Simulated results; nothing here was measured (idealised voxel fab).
The following process module bears the name voxel released beams.
Section shown: cut. Width: 160 nm. Cell size: 5 nm, square.
In this document a cross-section is written as a grid of square cells. It is given as a series of bands, listed from the top down, and a band is one or more rows of cells.
Within each band entry, the heights of the top and of the bottom of the band appear first, in that order and in nm; the materials of the band then follow from left to right, each with its corresponding width in nm. The designation "full width" on a single material indicates that it fills the band from edge to edge; the designation "blank" indicates empty space.
Measure heights from 0. That's the level where, below it, the as-received wafer is all one material. The lowest band is bottomless and extends downward; write it as in "0 down".
So if you see something like "30..40" for the width, read it as the top row of the band sitting at the first number and the bottom row at the second, with every row in between moving by the same amount as the last.
The designation "stayed the same", where it is given for a processing step, indicates that no cell of the cross-section was altered in the course of that step.
Entry "Trapped void list" = empty spaces >= 8 cells with no open way to the top; each as width x height at distance, distance from left edge, all nm.
Anything after a step's settings on that line? It's the simulator's own note about the step.
Steps that use a mask can have "overlay nm" on their line. It says how far the mask sat to the right of where it was meant to be. Negative means to the left.
-- The following list gives the planned process steps
step 1: op RECEIVE | material Si
step 2: op CONFORMAL_DEP | material SiN | thk nm 10
step 3: op DIRECTIONAL_DEP | material SiO2 | thk nm 15
step 4: op PATTERN | tone open | mask id ANCHOR | material resist | width nm 40 | thk nm 20 | overlay nm 0
step 5: op DIRECTIONAL_ETCH | etch materials SiO2 | depth nm 15
step 6: op STRIP | etch materials resist
step 7: op CONFORMAL_DEP | material TiN | thk nm 15
step 8: op PATTERN | tone cover | mask id BEAM | material resist | width nm 90 | thk nm 15 | overlay nm 0
step 9: op DIRECTIONAL_ETCH | etch materials TiN | depth nm 15
step 10: op STRIP | etch materials resist
step 11: op STRIP | etch materials SiO2
-- Wafer cross-section on receipt, i.e. after step 1
	0 down  Si full width
	Trapped void list: none
-- The cross-section shown corresponds to the wafer at the conclusion of the module. The initial structure and the process plan are those presented above; however, one mistake occurred in executing the plan
	40 to 30  30 blank  20 TiN  10 blank  60 TiN  40 blank
	30 to 25  50 TiN  10 blank  100 TiN
	25 to 10  35 SiO2  40 TiN  85 SiO2
	10 to 0  SiN full width
	0 down  Si full width
	Trapped void list: none
Heads up, the wafer didn't run the way we planned it: it should be noted that step 9 was executed with settings other than those planned, the operation and settings actually applied being op DIRECTIONAL_ETCH | etch materials TiN | depth nm 10
